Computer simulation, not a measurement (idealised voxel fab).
Documented hereafter: the process module known as voxel quadruple lines.
For reference, the cross-section in this document is cut, with width 300 nm and square cells of 5 nm.
Reading order for cross-sections: top band down to bottom band. Underlying form: a grid of square cells. Band size: one or more rows of cells. Basically the band line says how high the top is and how high the bottom is, in nm, and then what's in it from left to right, every material with its width in nm. Empty space shows up as "empty", and if a single material carries "throughout" it runs the full band edge to edge. We count height from 0. Below that, the starting wafer is all one material. The lowest band never ends at the bottom but goes on down; see "top 0, no bottom" for how that is written. When a width is written as two numbers, as in "30 to 40", the first number is the width in the top row of cells of the band and the second is the width in its bottom row, and the width changes by the same amount from each row to the next. "no alteration" for a step: no cell of the cross-section changed in that step. "Sealed void inventory": empty spaces of 8 cells or more with no open way to the top, each given as width x height at distance, distance from the left edge, all in nm. Read whatever lies past the settings on a step's line as the simulator's own remark about the step. overlay nm: mask right of planned place by this much (step with mask). Neg. = left.
**These are the steps we planned for the process**
1) RECEIVE, material Si
2) CONFORMAL_DEP, material Al2O3, thk nm 10
3) DIRECTIONAL_DEP, material W, thk nm 10
4) DIRECTIONAL_DEP, material polySi, thk nm 20
5) DIRECTIONAL_DEP, material aC, thk nm 25
6) PATTERN, tone cover, mask id MANDREL, material resist, width nm 25, pitch nm 80, thk nm 35, overlay nm 0
7) DIRECTIONAL_ETCH, etch materials aC, depth nm 25
8) STRIP, etch materials resist
9) CONFORMAL_DEP, material SiO2, thk nm 15
10) DIRECTIONAL_ETCH, etch materials SiO2, depth nm 15
11) STRIP, etch materials aC
12) DIRECTIONAL_ETCH, etch materials polySi, depth nm 20
13) STRIP, etch materials SiO2
14) CONFORMAL_DEP, material SiN, thk nm 5
15) DIRECTIONAL_ETCH, etch materials SiN, depth nm 5
16) STRIP, etch materials polySi
17) DIRECTIONAL_ETCH, etch materials W, depth nm 10
18) STRIP, etch materials SiN
19) FILL_DEP, material lowk, thk nm 10
20) CMP, height nm 20
**Wafer cross-section on receipt, i.e. after step 1**
top 0, no bottom | Si throughout
Sealed void inventory: none
**Post-module cross-section: identical start and plan to those above, one misstep in execution**
top 20, bottom 10 | 85 lowk; 5 W; 5 lowk; 5 W; 15 lowk; 5 W; 5 lowk; 5 W; 35 lowk; 5 W; 5 lowk; 5 W; 15 lowk; 5 W; 5 lowk; 5 W; 90 lowk
top 10, bottom 0 | Al2O3 throughout
top 0, no bottom | Si throughout
Sealed void inventory: none
Here's what went sideways: step 9 was run on a setting that differed from the plan, and what really ran there is CONFORMAL_DEP, material SiO2, thk nm 5
